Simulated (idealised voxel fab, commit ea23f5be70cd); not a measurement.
process module | voxel quadruple lines
cross-section cut | 265 nm wide | cells 5 nm
A cross-section is a grid of square cells, given in bands from the top down. A band is one or more rows of cells.
Each band's line starts with the height of the band's top and of its bottom, in nm. Then come its materials from left to right, each with its width in nm. One material with "throughout" fills the band from edge to edge. "air" is empty space.
Height 0 is the level under which the wafer as received is all one material. The lowest band goes on downwards, as in "0 down".
A width such as "30 to 40" changes by the same amount from each row of cells to the next, from the band's top row to its bottom row.
"no change" after a step means that no cell of the cross-section changed.
closed voids: empty space of 8 cells or more with no open way to the top, each as width x height at its distance from the left edge, in nm
after a step's settings: what the simulator itself notes on the step
overlay nm, on a step with a mask: how far to the right of its planned place the mask lay; to the left if negative
plan
1 op RECEIVE | material Si
2 op CONFORMAL_DEP | material SiO2 | thk nm 5
3 op DIRECTIONAL_DEP | material TiN | thk nm 10
4 op DIRECTIONAL_DEP | material polySi | thk nm 15
5 op DIRECTIONAL_DEP | material aC | thk nm 25
6 op PATTERN | tone cover | mask id MANDREL | material resist | width nm 25 | pitch nm 80 | thk nm 30 | overlay nm 0
7 op DIRECTIONAL_ETCH | etch materials aC | depth nm 25
8 op STRIP | etch materials resist
9 op CONFORMAL_DEP | material SiO2 | thk nm 15
10 op DIRECTIONAL_ETCH | etch materials SiO2 | depth nm 15
11 op STRIP | etch materials aC
12 op DIRECTIONAL_ETCH | etch materials polySi | depth nm 15
13 op STRIP | etch materials SiO2
14 op CONFORMAL_DEP | material SiCN | thk nm 5
15 op DIRECTIONAL_ETCH | etch materials SiCN | depth nm 5
16 op STRIP | etch materials polySi
17 op DIRECTIONAL_ETCH | etch materials TiN | depth nm 10
18 op STRIP | etch materials SiCN
as received, after step 1
  0 down: Si throughout
  closed voids: none
a wafer at the end: this start, this plan, one mistake
  15 to 5: air 70 | TiN 5 | air 15 | TiN 5 | air 15 | TiN 5 | air 15 | TiN 5 | air 15 | TiN 5 | air 15 | TiN 5 | air 15 | TiN 5 | air 15 | TiN 5 | air 50
  5 to 0: SiO2 throughout
  0 down: Si throughout
  closed voids: none
what went wrong: step 6 ran as: op PATTERN | tone cover | mask id MANDREL | material resist | width nm 25 | pitch nm 80 | thk nm 30 | overlay nm 10
